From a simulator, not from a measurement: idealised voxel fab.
Herein follows the process module entitled voxel transistor to metal.
In the cross-section labelled cut, the width is 185 nm and each square cell is 5 nm.
A cross-section is written here as square cells arranged in a grid, and it is given in bands from the top down, each band taking up one or more rows of cells.
This entry defines a band. It first specifies the height of the band's top and the height of its bottom in nm, and then specifies the band's materials from left to right, stating each material with its width in nm. The word "everywhere" identifies a single material that fills the band from edge to edge, while the word "blank" identifies empty space.
Beneath 0, the wafer as received is one material, and that level is where height counting begins. The lowest band goes on downward without a bottom; it is written like "0 and below".
Note: "30->40" means the width goes from the first number (top row of the band) to the second number (bottom row) in equal steps per row of cells.
Step note "changes: none" = no cross-section cell changed.
The entry titled "Enclosed internal cavities" provides the empty spaces that have no open way to the top, restricted to those of 8 cells or more. Each is presented as width x height at distance, the distance being measured from the left edge, with all three in nm.
Past the settings on a step's line: simulator remark, on that step.
You can add "overlay nm" to a step's line. For a step with a mask, it describes how far the mask lay to the right of its planned position, and a negative number describes a lay to the left.

**Intended process steps**
step 1: RECEIVE,material Si
step 2: OXIDIZE,depth nm 5
step 3: CONFORMAL_DEP,material SiN,thk nm 10
step 4: MASKED_ETCH,tone cover,mask id ACTIVE,width nm 105,etch materials SiN,depth nm 10,overlay nm 0
step 5: MASKED_ETCH,tone cover,mask id ACTIVE,width nm 105,etch materials SiO2,depth nm 5,overlay nm 0
step 6: MASKED_ETCH,tone cover,mask id ACTIVE,width nm 105,etch materials Si,depth nm 35,overlay nm 0
step 7: FILL_DEP,material SiO2,thk nm 10
step 8: CMP,height nm 10
step 9: SELECTIVE_ETCH,etch materials SiO2,depth nm 10
step 10: STRIP,etch materials SiN
step 11: SELECTIVE_ETCH,etch materials SiO2,depth nm 5
step 12: OXIDIZE,depth nm 5
step 13: DIRECTIONAL_DEP,material polySi,thk nm 25
step 14: DIRECTIONAL_DEP,material SiCN,thk nm 10
step 15: MASKED_ETCH,tone cover,mask id GATE,width nm 15,etch materials SiCN,depth nm 20,overlay nm 0
step 16: MASKED_ETCH,tone cover,mask id GATE,width nm 15,etch materials polySi,depth nm 35,overlay nm 0
step 17: CONFORMAL_DEP,material SiO2,thk nm 5
step 18: DIRECTIONAL_ETCH,etch materials SiO2,depth nm 5
step 19: CONFORMAL_DEP,material SiN,thk nm 10
step 20: DIRECTIONAL_ETCH,etch materials SiN,depth nm 10
step 21: DIRECTIONAL_ETCH,etch materials SiO2,depth nm 5
step 22: EPI,material SiGe,thk nm 5
step 23: FILL_DEP,material SiO2,thk nm 10
step 24: CMP,height nm 30
step 25: DIRECTIONAL_DEP,material SiO2,thk nm 10
step 26: DIRECTIONAL_DEP,material aC,thk nm 10
step 27: PATTERN,tone open,mask id CONTACT,material resist,width nm 35,pitch nm 60,thk nm 25,overlay nm 0
step 28: DIRECTIONAL_ETCH,etch materials aC,depth nm 10
step 29: STRIP,etch materials resist
step 30: DIRECTIONAL_ETCH,etch materials SiO2,depth nm 45
step 31: STRIP,etch materials aC
step 32: CONFORMAL_DEP,material TiN,thk nm 5
step 33: FILL_DEP,material Ru,thk nm 10
step 34: CMP,height nm 40
step 35: CONFORMAL_DEP,material SiN,thk nm 5
step 36: DIRECTIONAL_DEP,material SiO2,thk nm 15
step 37: MASKED_ETCH,tone open,mask id METAL_1,width nm 20,pitch nm 75,etch materials SiO2,depth nm 15,overlay nm 0
step 38: MASKED_ETCH,tone open,mask id METAL_1,width nm 20,pitch nm 75,etch materials SiN,depth nm 5,overlay nm 0
step 39: CONFORMAL_DEP,material TiN,thk nm 5
step 40: FILL_DEP,material Ru,thk nm 10
step 41: CMP,height nm 60
step 42: CONFORMAL_DEP,material SiCN,thk nm 5
step 43: DIRECTIONAL_DEP,material SiO2,thk nm 30
step 44: MASKED_ETCH,tone open,mask id METAL_2,width nm 20,pitch nm 75,etch materials SiO2,depth nm 15,overlay nm 0
step 45: PATTERN,tone open,mask id METAL_2_HOLES,material resist,width nm 15,pitch nm 75,thk nm 20,overlay nm 0
step 46: DIRECTIONAL_ETCH,etch materials SiO2,depth nm 15
step 47: DIRECTIONAL_ETCH,etch materials SiCN,depth nm 5
step 48: STRIP,etch materials resist
step 49: CONFORMAL_DEP,material TiN,thk nm 5
step 50: FILL_DEP,material Ru,thk nm 5
step 51: CMP,height nm 95
step 52: CONFORMAL_DEP,material SiN,thk nm 5

**The first of two wafers, run as planned**

**Wafer cross-section on receipt, i.e. after step 1**
0 and below: Si everywhere
Enclosed internal cavities: none

**The wafer in cross-section once step 2 is complete**
0 down to -5: SiO2 everywhere
Below -5 it's all the same as before, nothing changed down there.

**The wafer in cross-section once step 3 is complete**
10 down to 0: SiN everywhere
Below 0 it's all the same as before, nothing changed down there.

**The wafer in cross-section once step 4 is complete**
10 down to 0: blank=40 | SiN=105 | blank=40
Below 0 it's all the same as before, nothing changed down there.

**The wafer in cross-section once step 5 is complete**
10 down to 0: blank=40 | SiN=105 | blank=40
0 down to -5: blank=40 | SiO2=105 | blank=40
Below -5 it's all the same as before, nothing changed down there.

**The wafer in cross-section once step 6 is complete**
10 down to 0: blank=40 | SiN=105 | blank=40
0 down to -5: blank=40 | SiO2=105 | blank=40
-5 down to -40: blank=40 | Si=105 | blank=40
Below -40 it's all the same as before, nothing changed down there.

**The wafer in cross-section once step 7 is complete**
20 down to 10: SiO2 everywhere
10 down to 0: SiO2=40 | SiN=105 | SiO2=40
0 down to -5: SiO2 everywhere
-5 down to -40: SiO2=40 | Si=105 | SiO2=40
Below -40 it's all the same as before, nothing changed down there.

**The wafer in cross-section once step 8 is complete**
10 down to 0: SiO2=40 | SiN=105 | SiO2=40
Below 0 it's all the same as before, nothing changed down there.

**The wafer in cross-section once step 9 is complete**
10 down to 0: blank=40 | SiN=105 | blank=40
Below 0 it's all the same as before, nothing changed down there.

**The wafer in cross-section once step 10 is complete**
0 down to -5: SiO2 everywhere
Below -5 it's all the same as before, nothing changed down there.

**The wafer in cross-section once step 11 is complete**
-5 down to -40: SiO2=40 | Si=105 | SiO2=40
Below -40 it's all the same as before, nothing changed down there.

**The wafer in cross-section once step 12 is complete**
-5 down to -10: SiO2 everywhere
Below -10 it's all the same as before, nothing changed down there.

**The wafer in cross-section once step 13 is complete**
20 down to -5: polySi everywhere
Below -5 it's all the same as before, nothing changed down there.

**The wafer in cross-section once step 14 is complete**
30 down to 20: SiCN everywhere
Below 20 it's all the same as before, nothing changed down there.

**The wafer in cross-section once step 15 is complete**
30 down to 20: blank=85 | SiCN=15 | blank=85
Below 20 it's all the same as before, nothing changed down there.

**The wafer in cross-section once step 16 is complete**
30 down to 20: blank=85 | SiCN=15 | blank=85
20 down to -5: blank=85 | polySi=15 | blank=85
Below -5 it's all the same as before, nothing changed down there.

**The wafer in cross-section once step 17 is complete**
35 down to 30: blank=80 | SiO2=25 | blank=80
30 down to 20: blank=80 | SiO2=5 | SiCN=15 | SiO2=5 | blank=80
20 down to 0: blank=80 | SiO2=5 | polySi=15 | SiO2=5 | blank=80
0 down to -5: SiO2=85 | polySi=15 | SiO2=85
Below -5 it's all the same as before, nothing changed down there.

**The wafer in cross-section once step 18 is complete**
30 down to 20: blank=80 | SiO2=5 | SiCN=15 | SiO2=5 | blank=80
20 down to -5: blank=80 | SiO2=5 | polySi=15 | SiO2=5 | blank=80
Below -5 it's all the same as before, nothing changed down there.

**The wafer in cross-section once step 19 is complete**
40 down to 30: blank=70 | SiN=45 | blank=70
30 down to 20: blank=70 | SiN=10 | SiO2=5 | SiCN=15 | SiO2=5 | SiN=10 | blank=70
20 down to 5: blank=70 | SiN=10 | SiO2=5 | polySi=15 | SiO2=5 | SiN=10 | blank=70
5 down to -5: SiN=80 | SiO2=5 | polySi=15 | SiO2=5 | SiN=80
Below -5 it's all the same as before, nothing changed down there.

**The wafer in cross-section once step 20 is complete**
30 down to 20: blank=70 | SiN=10 | SiO2=5 | SiCN=15 | SiO2=5 | SiN=10 | blank=70
20 down to -5: blank=70 | SiN=10 | SiO2=5 | polySi=15 | SiO2=5 | SiN=10 | blank=70
Below -5 it's all the same as before, nothing changed down there.

**The wafer in cross-section once step 21 is complete**
30 down to 25: blank=70 | SiN=10 | blank=5 | SiCN=15 | blank=5 | SiN=10 | blank=70
25 down to 20: blank=70 | SiN=10 | SiO2=5 | SiCN=15 | SiO2=5 | SiN=10 | blank=70
20 down to -5: blank=70 | SiN=10 | SiO2=5 | polySi=15 | SiO2=5 | SiN=10 | blank=70
-5 down to -10: blank=70 | SiO2=45 | blank=70
Below -10 it's all the same as before, nothing changed down there.

**The wafer in cross-section once step 22 is complete**
30 down to 25: blank=70 | SiN=10 | blank=5 | SiCN=15 | blank=5 | SiN=10 | blank=70
25 down to 20: blank=70 | SiN=10 | SiO2=5 | SiCN=15 | SiO2=5 | SiN=10 | blank=70
20 down to -5: blank=70 | SiN=10 | SiO2=5 | polySi=15 | SiO2=5 | SiN=10 | blank=70
-5 down to -10: blank=35 | SiGe=35 | SiO2=45 | SiGe=35 | blank=35
Below -10 it's all the same as before, nothing changed down there.

**The wafer in cross-section once step 23 is complete**
40 down to 30: SiO2 everywhere
30 down to 20: SiO2=70 | SiN=10 | SiO2=5 | SiCN=15 | SiO2=5 | SiN=10 | SiO2=70
20 down to -5: SiO2=70 | SiN=10 | SiO2=5 | polySi=15 | SiO2=5 | SiN=10 | SiO2=70
-5 down to -10: SiO2=35 | SiGe=35 | SiO2=45 | SiGe=35 | SiO2=35
Below -10 it's all the same as before, nothing changed down there.

**The wafer in cross-section once step 24 is complete**
30 down to 20: SiO2=70 | SiN=10 | SiO2=5 | SiCN=15 | SiO2=5 | SiN=10 | SiO2=70
Below 20 it's all the same as before, nothing changed down there.

**The wafer in cross-section once step 25 is complete**
40 down to 30: SiO2 everywhere
Below 30 it's all the same as before, nothing changed down there.

**The wafer in cross-section once step 26 is complete**
50 down to 40: aC everywhere
Below 40 it's all the same as before, nothing changed down there.

**The wafer in cross-section once step 27 is complete**
75 down to 50: resist=45 | blank=35 | resist=25 | blank=35 | resist=45
Below 50 it's all the same as before, nothing changed down there.

**The wafer in cross-section once step 28 is complete**
65 down to 50: resist=45 | blank=35 | resist=25 | blank=35 | resist=45
50 down to 40: aC=45 | blank=35 | aC=25 | blank=35 | aC=45
Below 40 it's all the same as before, nothing changed down there.

**The wafer in cross-section once step 29 is complete**
50 down to 40: aC=45 | blank=35 | aC=25 | blank=35 | aC=45
Below 40 it's all the same as before, nothing changed down there.

**The wafer in cross-section once step 30 is complete**
50 down to 40: aC=45 | blank=35 | aC=25 | blank=35 | aC=45
40 down to 30: SiO2=45 | blank=35 | SiO2=25 | blank=35 | SiO2=45
30 down to 20: SiO2=45 | blank=25 | SiN=10 | SiO2=5 | SiCN=15 | SiO2=5 | SiN=10 | blank=25 | SiO2=45
20 down to -5: SiO2=45 | blank=25 | SiN=10 | SiO2=5 | polySi=15 | SiO2=5 | SiN=10 | blank=25 | SiO2=45
Below -5 it's all the same as before, nothing changed down there.

**The wafer in cross-section once step 31 is complete**
40 down to 30: SiO2=45 | blank=35 | SiO2=25 | blank=35 | SiO2=45
Below 30 it's all the same as before, nothing changed down there.

**The wafer in cross-section once step 32 is complete**
45 down to 40: TiN=50 | blank=25 | TiN=35 | blank=25 | TiN=50
40 down to 30: SiO2=45 | TiN=5 | blank=25->15 | TiN=5->15 | SiO2=25 | TiN=5->15 | blank=25->15 | TiN=5 | SiO2=45
30 down to 20: SiO2=45 | TiN=5 | blank=15 | TiN=5 | SiN=10 | SiO2=5 | SiCN=15 | SiO2=5 | SiN=10 | TiN=5 | blank=15 | TiN=5 | SiO2=45
20 down to 0: SiO2=45 | TiN=5 | blank=15 | TiN=5 | SiN=10 | SiO2=5 | polySi=15 | SiO2=5 | SiN=10 | TiN=5 | blank=15 | TiN=5 | SiO2=45
0 down to -5: SiO2=45 | TiN=25 | SiN=10 | SiO2=5 | polySi=15 | SiO2=5 | SiN=10 | TiN=25 | SiO2=45
Below -5 it's all the same as before, nothing changed down there.

**The wafer in cross-section once step 33 is complete**
55 down to 45: Ru everywhere
45 down to 40: TiN=50 | Ru=25 | TiN=35 | Ru=25 | TiN=50
40 down to 30: SiO2=45 | TiN=5 | Ru=25->15 | TiN=5->15 | SiO2=25 | TiN=5->15 | Ru=25->15 | TiN=5 | SiO2=45
30 down to 20: SiO2=45 | TiN=5 | Ru=15 | TiN=5 | SiN=10 | SiO2=5 | SiCN=15 | SiO2=5 | SiN=10 | TiN=5 | Ru=15 | TiN=5 | SiO2=45
20 down to 0: SiO2=45 | TiN=5 | Ru=15 | TiN=5 | SiN=10 | SiO2=5 | polySi=15 | SiO2=5 | SiN=10 | TiN=5 | Ru=15 | TiN=5 | SiO2=45
Below 0 it's all the same as before, nothing changed down there.

**The wafer in cross-section once step 34 is complete**
40 down to 30: SiO2=45 | TiN=5 | Ru=25->15 | TiN=5->15 | SiO2=25 | TiN=5->15 | Ru=25->15 | TiN=5 | SiO2=45
Below 30 it's all the same as before, nothing changed down there.

**The wafer in cross-section once step 35 is complete**
45 down to 40: SiN everywhere
Below 40 it's all the same as before, nothing changed down there.

**The wafer in cross-section once step 36 is complete**
60 down to 45: SiO2 everywhere
Below 45 it's all the same as before, nothing changed down there.

**The wafer in cross-section once step 37 is complete**
60 down to 45: SiO2=45 | blank=20 | SiO2=55 | blank=20 | SiO2=45
Below 45 it's all the same as before, nothing changed down there.

**The wafer in cross-section once step 38 is complete**
60 down to 45: SiO2=45 | blank=20 | SiO2=55 | blank=20 | SiO2=45
45 down to 40: SiN=45 | blank=20 | SiN=55 | blank=20 | SiN=45
Below 40 it's all the same as before, nothing changed down there.

**The wafer in cross-section once step 39 is complete**
65 down to 60: TiN=50 | blank=10 | TiN=65 | blank=10 | TiN=50
60 down to 45: SiO2=45 | TiN=5 | blank=10 | TiN=5 | SiO2=55 | TiN=5 | blank=10 | TiN=5 | SiO2=45
45 down to 40: SiN=45 | TiN=20 | SiN=55 | TiN=20 | SiN=45
Below 40 it's all the same as before, nothing changed down there.

**The wafer in cross-section once step 40 is complete**
75 down to 65: Ru everywhere
65 down to 60: TiN=50 | Ru=10 | TiN=65 | Ru=10 | TiN=50
60 down to 45: SiO2=45 | TiN=5 | Ru=10 | TiN=5 | SiO2=55 | TiN=5 | Ru=10 | TiN=5 | SiO2=45
Below 45 it's all the same as before, nothing changed down there.

**The wafer in cross-section once step 41 is complete**
60 down to 45: SiO2=45 | TiN=5 | Ru=10 | TiN=5 | SiO2=55 | TiN=5 | Ru=10 | TiN=5 | SiO2=45
Below 45 it's all the same as before, nothing changed down there.

**The wafer in cross-section once step 42 is complete**
65 down to 60: SiCN everywhere
Below 60 it's all the same as before, nothing changed down there.

**The wafer in cross-section once step 43 is complete**
95 down to 65: SiO2 everywhere
Below 65 it's all the same as before, nothing changed down there.

**The wafer in cross-section once step 44 is complete**
95 down to 80: SiO2=45 | blank=20 | SiO2=55 | blank=20 | SiO2=45
Below 80 it's all the same as before, nothing changed down there.

**The wafer in cross-section once step 45 is complete**
115 down to 95: resist=45 | blank=15 | resist=60 | blank=15 | resist=50
95 down to 80: SiO2=45 | blank=15 | resist=5 | SiO2=55 | blank=15 | resist=5 | SiO2=45
Below 80 it's all the same as before, nothing changed down there.

**The wafer in cross-section once step 46 is complete**
115 down to 95: resist=45 | blank=15 | resist=60 | blank=15 | resist=50
95 down to 80: SiO2=45 | blank=15 | resist=5 | SiO2=55 | blank=15 | resist=5 | SiO2=45
80 down to 65: SiO2=45 | blank=15 | SiO2=60 | blank=15 | SiO2=50
Below 65 it's all the same as before, nothing changed down there.

**The wafer in cross-section once step 47 is complete**
115 down to 95: resist=45 | blank=15 | resist=60 | blank=15 | resist=50
95 down to 80: SiO2=45 | blank=15 | resist=5 | SiO2=55 | blank=15 | resist=5 | SiO2=45
80 down to 65: SiO2=45 | blank=15 | SiO2=60 | blank=15 | SiO2=50
65 down to 60: SiCN=45 | blank=15 | SiCN=60 | blank=15 | SiCN=50
Below 60 it's all the same as before, nothing changed down there.

**The wafer in cross-section once step 48 is complete**
95 down to 80: SiO2=45 | blank=20 | SiO2=55 | blank=20 | SiO2=45
Below 80 it's all the same as before, nothing changed down there.

**The wafer in cross-section once step 49 is complete**
100 down to 95: TiN=50 | blank=10 | TiN=65 | blank=10 | TiN=50
95 down to 85: SiO2=45 | TiN=5 | blank=10 | TiN=5 | SiO2=55 | TiN=5 | blank=10 | TiN=5 | SiO2=45
85 down to 80: SiO2=45 | TiN=5 | blank=5 | TiN=10 | SiO2=55 | TiN=5 | blank=5 | TiN=10 | SiO2=45
80 down to 65: SiO2=45 | TiN=5 | blank=5 | TiN=5 | SiO2=60 | TiN=5 | blank=5 | TiN=5 | SiO2=50
65 down to 60: SiCN=45 | TiN=15 | SiCN=60 | TiN=15 | SiCN=50
Below 60 it's all the same as before, nothing changed down there.

**The wafer in cross-section once step 50 is complete**
105 down to 100: Ru everywhere
100 down to 95: TiN=50 | Ru=10 | TiN=65 | Ru=10 | TiN=50
95 down to 85: SiO2=45 | TiN=5 | Ru=10 | TiN=5 | SiO2=55 | TiN=5 | Ru=10 | TiN=5 | SiO2=45
85 down to 80: SiO2=45 | TiN=5 | Ru=5 | TiN=10 | SiO2=55 | TiN=5 | Ru=5 | TiN=10 | SiO2=45
80 down to 65: SiO2=45 | TiN=5 | Ru=5 | TiN=5 | SiO2=60 | TiN=5 | Ru=5 | TiN=5 | SiO2=50
Below 65 it's all the same as before, nothing changed down there.

**The wafer in cross-section once step 51 is complete**
95 down to 85: SiO2=45 | TiN=5 | Ru=10 | TiN=5 | SiO2=55 | TiN=5 | Ru=10 | TiN=5 | SiO2=45
Below 85 it's all the same as before, nothing changed down there.

**The wafer in cross-section once step 52 is complete**
100 down to 95: SiN everywhere
Below 95 it's all the same as before, nothing changed down there.

**What follows concerns the second wafer, which started out like the first and was meant to follow the very same plan; one mistake crept in when it was run, but everything up to and including step 18 is the same as for the first wafer**

Cross-section of the second wafer corresponding to the planned conclusion of step 19: changes: none

Cross-section of the second wafer corresponding to the planned conclusion of step 20: changes: none

**Cross-section of the second wafer corresponding to the planned conclusion of step 21**
30 down to 25: blank=85 | SiCN=15 | blank=85
25 down to 20: blank=80 | SiO2=5 | SiCN=15 | SiO2=5 | blank=80
20 down to -5: blank=80 | SiO2=5 | polySi=15 | SiO2=5 | blank=80
-5 down to -10: blank=80 | SiO2=25 | blank=80
Below -10 it's all the same as before, nothing changed down there.

**Cross-section of the second wafer corresponding to the planned conclusion of step 22**
30 down to 25: blank=85 | SiCN=15 | blank=85
25 down to 20: blank=80 | SiO2=5 | SiCN=15 | SiO2=5 | blank=80
20 down to -5: blank=80 | SiO2=5 | polySi=15 | SiO2=5 | blank=80
-5 down to -10: blank=35 | SiGe=45 | SiO2=25 | SiGe=45 | blank=35
Below -10 it's all the same as before, nothing changed down there.

**Cross-section of the second wafer corresponding to the planned conclusion of step 23**
40 down to 30: SiO2 everywhere
30 down to 20: SiO2=85 | SiCN=15 | SiO2=85
20 down to -5: SiO2=85 | polySi=15 | SiO2=85
-5 down to -10: SiO2=35 | SiGe=45 | SiO2=25 | SiGe=45 | SiO2=35
Below -10 it's all the same as before, nothing changed down there.

**Cross-section of the second wafer corresponding to the planned conclusion of step 24**
30 down to 20: SiO2=85 | SiCN=15 | SiO2=85
Below 20 it's all the same as before, nothing changed down there.

**Cross-section of the second wafer corresponding to the planned conclusion of step 25**
40 down to 30: SiO2 everywhere
Below 30 it's all the same as before, nothing changed down there.

**Cross-section of the second wafer corresponding to the planned conclusion of step 26**
50 down to 40: aC everywhere
Below 40 it's all the same as before, nothing changed down there.

**Cross-section of the second wafer corresponding to the planned conclusion of step 27**
75 down to 50: resist=45 | blank=35 | resist=25 | blank=35 | resist=45
Below 50 it's all the same as before, nothing changed down there.

**Cross-section of the second wafer corresponding to the planned conclusion of step 28**
65 down to 50: resist=45 | blank=35 | resist=25 | blank=35 | resist=45
50 down to 40: aC=45 | blank=35 | aC=25 | blank=35 | aC=45
Below 40 it's all the same as before, nothing changed down there.

**Cross-section of the second wafer corresponding to the planned conclusion of step 29**
50 down to 40: aC=45 | blank=35 | aC=25 | blank=35 | aC=45
Below 40 it's all the same as before, nothing changed down there.

**Cross-section of the second wafer corresponding to the planned conclusion of step 30**
50 down to 40: aC=45 | blank=35 | aC=25 | blank=35 | aC=45
40 down to 30: SiO2=45 | blank=35 | SiO2=25 | blank=35 | SiO2=45
30 down to 20: SiO2=45 | blank=35 | SiO2=5 | SiCN=15 | SiO2=5 | blank=35 | SiO2=45
20 down to -5: SiO2=45 | blank=35 | SiO2=5 | polySi=15 | SiO2=5 | blank=35 | SiO2=45
Below -5 it's all the same as before, nothing changed down there.

**Cross-section of the second wafer corresponding to the planned conclusion of step 31**
40 down to 30: SiO2=45 | blank=35 | SiO2=25 | blank=35 | SiO2=45
Below 30 it's all the same as before, nothing changed down there.

**Cross-section of the second wafer corresponding to the planned conclusion of step 32**
45 down to 40: TiN=50 | blank=25 | TiN=35 | blank=25 | TiN=50
40 down to 30: SiO2=45 | TiN=5 | blank=25 | TiN=5 | SiO2=25 | TiN=5 | blank=25 | TiN=5 | SiO2=45
30 down to 20: SiO2=45 | TiN=5 | blank=25 | TiN=5 | SiO2=5 | SiCN=15 | SiO2=5 | TiN=5 | blank=25 | TiN=5 | SiO2=45
20 down to 0: SiO2=45 | TiN=5 | blank=25 | TiN=5 | SiO2=5 | polySi=15 | SiO2=5 | TiN=5 | blank=25 | TiN=5 | SiO2=45
0 down to -5: SiO2=45 | TiN=35 | SiO2=5 | polySi=15 | SiO2=5 | TiN=35 | SiO2=45
Below -5 it's all the same as before, nothing changed down there.

**Cross-section of the second wafer corresponding to the planned conclusion of step 33**
55 down to 45: Ru everywhere
45 down to 40: TiN=50 | Ru=25 | TiN=35 | Ru=25 | TiN=50
40 down to 30: SiO2=45 | TiN=5 | Ru=25 | TiN=5 | SiO2=25 | TiN=5 | Ru=25 | TiN=5 | SiO2=45
30 down to 20: SiO2=45 | TiN=5 | Ru=25 | TiN=5 | SiO2=5 | SiCN=15 | SiO2=5 | TiN=5 | Ru=25 | TiN=5 | SiO2=45
20 down to 0: SiO2=45 | TiN=5 | Ru=25 | TiN=5 | SiO2=5 | polySi=15 | SiO2=5 | TiN=5 | Ru=25 | TiN=5 | SiO2=45
Below 0 it's all the same as before, nothing changed down there.

**Cross-section of the second wafer corresponding to the planned conclusion of step 34**
40 down to 30: SiO2=45 | TiN=5 | Ru=25 | TiN=5 | SiO2=25 | TiN=5 | Ru=25 | TiN=5 | SiO2=45
Below 30 it's all the same as before, nothing changed down there.

**Cross-section of the second wafer corresponding to the planned conclusion of step 35**
45 down to 40: SiN everywhere
Below 40 it's all the same as before, nothing changed down there.

**Cross-section of the second wafer corresponding to the planned conclusion of step 36**
60 down to 45: SiO2 everywhere
Below 45 it's all the same as before, nothing changed down there.

**Cross-section of the second wafer corresponding to the planned conclusion of step 37**
60 down to 45: SiO2=45 | blank=20 | SiO2=55 | blank=20 | SiO2=45
Below 45 it's all the same as before, nothing changed down there.

**Cross-section of the second wafer corresponding to the planned conclusion of step 38**
60 down to 45: SiO2=45 | blank=20 | SiO2=55 | blank=20 | SiO2=45
45 down to 40: SiN=45 | blank=20 | SiN=55 | blank=20 | SiN=45
Below 40 it's all the same as before, nothing changed down there.

**Cross-section of the second wafer corresponding to the planned conclusion of step 39**
65 down to 60: TiN=50 | blank=10 | TiN=65 | blank=10 | TiN=50
60 down to 45: SiO2=45 | TiN=5 | blank=10 | TiN=5 | SiO2=55 | TiN=5 | blank=10 | TiN=5 | SiO2=45
45 down to 40: SiN=45 | TiN=20 | SiN=55 | TiN=20 | SiN=45
Below 40 it's all the same as before, nothing changed down there.

**Cross-section of the second wafer corresponding to the planned conclusion of step 40**
75 down to 65: Ru everywhere
65 down to 60: TiN=50 | Ru=10 | TiN=65 | Ru=10 | TiN=50
60 down to 45: SiO2=45 | TiN=5 | Ru=10 | TiN=5 | SiO2=55 | TiN=5 | Ru=10 | TiN=5 | SiO2=45
Below 45 it's all the same as before, nothing changed down there.

**Cross-section of the second wafer corresponding to the planned conclusion of step 41**
60 down to 45: SiO2=45 | TiN=5 | Ru=10 | TiN=5 | SiO2=55 | TiN=5 | Ru=10 | TiN=5 | SiO2=45
Below 45 it's all the same as before, nothing changed down there.

**Cross-section of the second wafer corresponding to the planned conclusion of step 42**
65 down to 60: SiCN everywhere
Below 60 it's all the same as before, nothing changed down there.

**Cross-section of the second wafer corresponding to the planned conclusion of step 43**
95 down to 65: SiO2 everywhere
Below 65 it's all the same as before, nothing changed down there.

**Cross-section of the second wafer corresponding to the planned conclusion of step 44**
95 down to 80: SiO2=45 | blank=20 | SiO2=55 | blank=20 | SiO2=45
Below 80 it's all the same as before, nothing changed down there.

**Cross-section of the second wafer corresponding to the planned conclusion of step 45**
115 down to 95: resist=45 | blank=15 | resist=60 | blank=15 | resist=50
95 down to 80: SiO2=45 | blank=15 | resist=5 | SiO2=55 | blank=15 | resist=5 | SiO2=45
Below 80 it's all the same as before, nothing changed down there.

**Cross-section of the second wafer corresponding to the planned conclusion of step 46**
115 down to 95: resist=45 | blank=15 | resist=60 | blank=15 | resist=50
95 down to 80: SiO2=45 | blank=15 | resist=5 | SiO2=55 | blank=15 | resist=5 | SiO2=45
80 down to 65: SiO2=45 | blank=15 | SiO2=60 | blank=15 | SiO2=50
Below 65 it's all the same as before, nothing changed down there.

**Cross-section of the second wafer corresponding to the planned conclusion of step 47**
115 down to 95: resist=45 | blank=15 | resist=60 | blank=15 | resist=50
95 down to 80: SiO2=45 | blank=15 | resist=5 | SiO2=55 | blank=15 | resist=5 | SiO2=45
80 down to 65: SiO2=45 | blank=15 | SiO2=60 | blank=15 | SiO2=50
65 down to 60: SiCN=45 | blank=15 | SiCN=60 | blank=15 | SiCN=50
Below 60 it's all the same as before, nothing changed down there.

**Cross-section of the second wafer corresponding to the planned conclusion of step 48**
95 down to 80: SiO2=45 | blank=20 | SiO2=55 | blank=20 | SiO2=45
Below 80 it's all the same as before, nothing changed down there.

**Cross-section of the second wafer corresponding to the planned conclusion of step 49**
100 down to 95: TiN=50 | blank=10 | TiN=65 | blank=10 | TiN=50
95 down to 85: SiO2=45 | TiN=5 | blank=10 | TiN=5 | SiO2=55 | TiN=5 | blank=10 | TiN=5 | SiO2=45
85 down to 80: SiO2=45 | TiN=5 | blank=5 | TiN=10 | SiO2=55 | TiN=5 | blank=5 | TiN=10 | SiO2=45
80 down to 65: SiO2=45 | TiN=5 | blank=5 | TiN=5 | SiO2=60 | TiN=5 | blank=5 | TiN=5 | SiO2=50
65 down to 60: SiCN=45 | TiN=15 | SiCN=60 | TiN=15 | SiCN=50
Below 60 it's all the same as before, nothing changed down there.

**Cross-section of the second wafer corresponding to the planned conclusion of step 50**
105 down to 100: Ru everywhere
100 down to 95: TiN=50 | Ru=10 | TiN=65 | Ru=10 | TiN=50
95 down to 85: SiO2=45 | TiN=5 | Ru=10 | TiN=5 | SiO2=55 | TiN=5 | Ru=10 | TiN=5 | SiO2=45
85 down to 80: SiO2=45 | TiN=5 | Ru=5 | TiN=10 | SiO2=55 | TiN=5 | Ru=5 | TiN=10 | SiO2=45
80 down to 65: SiO2=45 | TiN=5 | Ru=5 | TiN=5 | SiO2=60 | TiN=5 | Ru=5 | TiN=5 | SiO2=50
Below 65 it's all the same as before, nothing changed down there.

**Cross-section of the second wafer corresponding to the planned conclusion of step 51**
95 down to 85: SiO2=45 | TiN=5 | Ru=10 | TiN=5 | SiO2=55 | TiN=5 | Ru=10 | TiN=5 | SiO2=45
Below 85 it's all the same as before, nothing changed down there.

**Cross-section of the second wafer corresponding to the planned conclusion of step 52**
100 down to 95: SiN everywhere
Below 95 it's all the same as before, nothing changed down there.
Deviation noted in wafer processing: step 19 of the plan was excluded from execution and never run
Cell-count delta at end, second wafer over first, by material: Ru: 28 more; SiGe: 4 more; SiN: 28 fewer; SiO2: 4 fewer
